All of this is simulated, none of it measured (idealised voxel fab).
Process module under the name voxel air gaps
Square cells of 5 nm make up the cross-section cut, whose width is 190 nm.
The cross-sections in this document take the form of a grid made of square cells. They are written out as bands, in order from top to bottom. Each band consists of one or more rows of cells.
A band entry consists of two parts. The first gives the height of the band's top and the height of its bottom, in nm. The rest lists the band's materials from left to right, each with its width in nm. A single material labelled with the word "throughout" fills the band from edge to edge, and the word "empty" marks empty space.
Where do heights start? At 0: under that level the wafer as delivered is made of one material only. And the lowest band has no floor; it just carries on downward, as in "0 and below".
It should be noted that a width expressed as "30 to 40" varies in equal increments from row to row of cells within the band, taking the value of the first number at the top row and that of the second number at the bottom row.
Take "remained the same" at face value: in the step it is given for, the cross-section changed in none of its cells.
The entry "Sealed internal cavities" lists the empty spaces that cover at least 8 cells and have no open path to the top. Each is written as width x height at distance, where the distance is measured from the left edge and all three values are in nm.
It should be noted that, on the line of a given step, the content following the step's settings is a remark produced by the simulator itself with respect to that step.
"overlay nm" on a masked step: distance the mask lay right of its planned place, negative for left.
# The planned process steps are enumerated hereunder
1: RECEIVE, material Si
2: CONFORMAL_DEP, material SiO2, thk nm 15
3: CONFORMAL_DEP, material SiCN, thk nm 5
4: DIRECTIONAL_DEP, material lowk, thk nm 35
5: DIRECTIONAL_DEP, material aC, thk nm 15
6: PATTERN, tone open, mask id LINES, material resist, width nm 15, pitch nm 45, thk nm 30, overlay nm 0
7: DIRECTIONAL_ETCH, etch materials aC, depth nm 15
8: STRIP, etch materials resist
9: DIRECTIONAL_ETCH, etch materials lowk, depth nm 35
10: STRIP, etch materials aC
11: CONFORMAL_DEP, material TiN, thk nm 5
12: FILL_DEP, material Cu, thk nm 10
13: CMP, height nm 55
14: EPI, material Ru, thk nm 10
15: SELECTIVE_ETCH, etch materials lowk, depth nm 45
16: CONFORMAL_DEP, material SiCN, thk nm 5
# Wafer cross-section on receipt, i.e. after step 1
- 0 and below | Si throughout
- Sealed internal cavities: none
# Cross-section: first of two wafers, module finished, run according to plan
- 70 down to 65 | empty 25 nm / SiCN 135 nm / empty 30 nm
- 65 down to 55 | empty 25 nm / SiCN 5 nm / Ru 35 nm / SiCN 10 nm / Ru 35 nm / SiCN 10 nm / Ru 35 nm / SiCN 5 nm / empty 30 nm
- 55 down to 50 | empty 25 nm / SiCN 15 nm / TiN 5 nm / Cu 5 nm / TiN 5 nm / SiCN 30 nm / TiN 5 nm / Cu 5 nm / TiN 5 nm / SiCN 30 nm / TiN 5 nm / Cu 5 nm / TiN 5 nm / SiCN 15 nm / empty 30 nm
- 50 down to 25 | empty 35 nm / SiCN 5 nm / TiN 5 nm / Cu 5 nm / TiN 5 nm / SiCN 5 nm / empty 20 nm / SiCN 5 nm / TiN 5 nm / Cu 5 nm / TiN 5 nm / SiCN 5 nm / empty 20 nm / SiCN 5 nm / TiN 5 nm / Cu 5 nm / TiN 5 nm / SiCN 5 nm / empty 40 nm
- 25 down to 20 | SiCN 40 nm / TiN 15 nm / SiCN 30 nm / TiN 15 nm / SiCN 30 nm / TiN 15 nm / SiCN 45 nm
- 20 down to 15 | SiCN throughout
- 15 down to 0 | SiO2 throughout
- 0 and below | Si throughout
- Sealed internal cavities: 20 x 25 at 60; 20 x 25 at 105
# Cross-section of the latter of the two wafers at module completion. It had an identical start and an identical plan to the former; in running it, one mistake was made
- 70 down to 65 | empty 25 nm / SiCN 135 nm / empty 30 nm
- 65 down to 55 | empty 25 nm / SiCN 5 nm / Ru 35 nm / SiCN 10 nm / Ru 35 nm / SiCN 10 nm / Ru 35 nm / SiCN 5 nm / empty 30 nm
- 55 down to 50 | empty 25 nm / SiCN 15 nm / TiN 5 nm / Cu 5 nm / TiN 5 nm / SiCN 30 nm / TiN 5 nm / Cu 5 nm / TiN 5 nm / SiCN 30 nm / TiN 5 nm / Cu 5 nm / TiN 5 nm / SiCN 15 nm / empty 30 nm
- 50 down to 25 | empty 35 nm / SiCN 5 nm / TiN 5 nm / Cu 5 nm / TiN 5 nm / SiCN 5 nm / empty 20 nm / SiCN 5 nm / TiN 5 nm / Cu 5 nm / TiN 5 nm / SiCN 5 nm / empty 20 nm / SiCN 5 nm / TiN 5 nm / Cu 5 nm / TiN 5 nm / SiCN 5 nm / empty 40 nm
- 25 down to 20 | SiCN 40 nm / TiN 15 nm / SiCN 30 nm / TiN 15 nm / SiCN 30 nm / TiN 15 nm / SiCN 45 nm
- 20 down to 5 | SiO2 throughout
- 5 down to 0 | SiCN throughout
- 0 and below | Si throughout
- Sealed internal cavities: 20 x 25 at 60; 20 x 25 at 105
Processing error: plan vs actual: 2 and 3 interchanged
Cell counts per material: same on both final wafers. Positions: different.
